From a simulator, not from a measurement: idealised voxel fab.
Module name: voxel wiring stack (process module)
The cross-section on display is named cut; it measures 190 nm wide, and its cells are 5 nm squares.
Notation: cross-section as square-cell grid; stated in bands, top first, going down; one or more cell rows per band. Read a band's entry like this: the first values are the height of its top and the height of its bottom in nm, and what follows is the sequence of materials from left to right, each with its width in nm. Note that "air" is empty space, and that a single material marked "full width" reaches across the band from edge to edge. Height is counted from the level 0, under which the received wafer is composed throughout of one material. The lowest of the bands is not closed at the bottom but continues downward, in the notation "0 down". The notation "30 to 40" denotes a width that varies across the rows of cells in the band, beginning at the first number in the top row, finishing at the second number in the bottom row, and changing by an identical amount from each row to the next. "all unchanged" means the step left every cell of the cross-section as it was. Look at "Closed void register" for the closed voids: empty spaces with no open path to the top, sized 8 cells or up. Each is width x height at distance, distance from the left edge, all nm. Note: text after step settings on the step line = simulator remark on that step. For masked steps, "overlay nm" on the step line gives how far right of plan the mask actually lay; a minus sign means it lay to the left.

The following list gives the planned process steps
step 1: RECEIVE: material Si
step 2: CONFORMAL_DEP: material SiO2, thk nm 10
step 3: DIRECTIONAL_DEP: material TiN, thk nm 5
step 4: DIRECTIONAL_DEP: material Ru, thk nm 25
step 5: PATTERN: tone cover, mask id METAL_1, material resist, width nm 25, pitch nm 40, thk nm 15, overlay nm 0
step 6: DIRECTIONAL_ETCH: etch materials Ru, depth nm 25
step 7: DIRECTIONAL_ETCH: etch materials TiN, depth nm 5
step 8: STRIP: etch materials resist
step 9: CONFORMAL_DEP: material SiCN, thk nm 5
step 10: FILL_DEP: material SiO2, thk nm 10
step 11: CMP: height nm 40
step 12: CONFORMAL_DEP: material SiCN, thk nm 5
step 13: DIRECTIONAL_DEP: material SiO2, thk nm 10
step 14: MASKED_ETCH: tone open, mask id PLUG_1, width nm 15, pitch nm 40, etch materials SiO2, depth nm 10, overlay nm 0
step 15: MASKED_ETCH: tone open, mask id PLUG_1, width nm 15, pitch nm 40, etch materials SiCN, depth nm 5, overlay nm 0
step 16: CONFORMAL_DEP: material TiN, thk nm 5
step 17: FILL_DEP: material W, thk nm 10
step 18: CMP: height nm 55
step 19: CONFORMAL_DEP: material SiN, thk nm 5
step 20: DIRECTIONAL_DEP: material SiO2, thk nm 20
step 21: DIRECTIONAL_DEP: material aC, thk nm 15
step 22: PATTERN: tone open, mask id METAL_2, material resist, width nm 25, pitch nm 40, thk nm 30, overlay nm 0
step 23: DIRECTIONAL_ETCH: etch materials aC, depth nm 15
step 24: STRIP: etch materials resist
step 25: DIRECTIONAL_ETCH: etch materials SiO2, depth nm 20
step 26: DIRECTIONAL_ETCH: etch materials SiN, depth nm 5
step 27: STRIP: etch materials aC
step 28: CONFORMAL_DEP: material TiN, thk nm 5
step 29: FILL_DEP: material Cu, thk nm 10
step 30: CMP: height nm 80
step 31: EPI: material Ru, thk nm 5
step 32: FILL_DEP: material SiCN, thk nm 5

Incoming wafer, cross-sectional view, post step 1
- 0 down: Si full width
- Closed void register: none

The module was run from the start shown above using the plan shown above, but one mistake was made doing it; the resulting wafer cross-section is below
- 90 to 85: SiCN full width
- 85 to 80: 35 SiCN | 35 Ru | 5 SiCN | 35 Ru | 5 SiCN | 35 Ru | 40 SiCN
- 80 to 60: 40 SiO2 | 5 TiN | 15 Cu | 5 TiN | 15 SiO2 | 5 TiN | 15 Cu | 5 TiN | 15 SiO2 | 5 TiN | 15 Cu | 5 TiN | 45 SiO2
- 60 to 55: 40 SiN | 25 TiN | 15 SiN | 25 TiN | 15 SiN | 25 TiN | 45 SiN
- 55 to 45: 40 SiO2 | 5 TiN | 5 W | 5 TiN | 25 SiO2 | 5 TiN | 5 W | 5 TiN | 25 SiO2 | 5 TiN | 5 W | 5 TiN | 55 SiO2
- 45 to 40: 40 SiCN | 15 TiN | 25 SiCN | 15 TiN | 25 SiCN | 15 TiN | 55 SiCN
- 40 to 15: 40 SiO2 | 5 SiCN | 15 Ru | 5 SiCN | 15 SiO2 | 5 SiCN | 15 Ru | 5 SiCN | 15 SiO2 | 5 SiCN | 15 Ru | 5 SiCN | 45 SiO2
- 15 to 10: 45 SiCN | 15 TiN | 25 SiCN | 15 TiN | 25 SiCN | 15 TiN | 50 SiCN
- 10 to 0: SiO2 full width
- 0 down: Si full width
- Closed void register: none
What broke from the plan during processing? not per plan at step 5, really ran PATTERN: tone cover, mask id METAL_1, material resist, width nm 15, pitch nm 40, thk nm 15, overlay nm 0
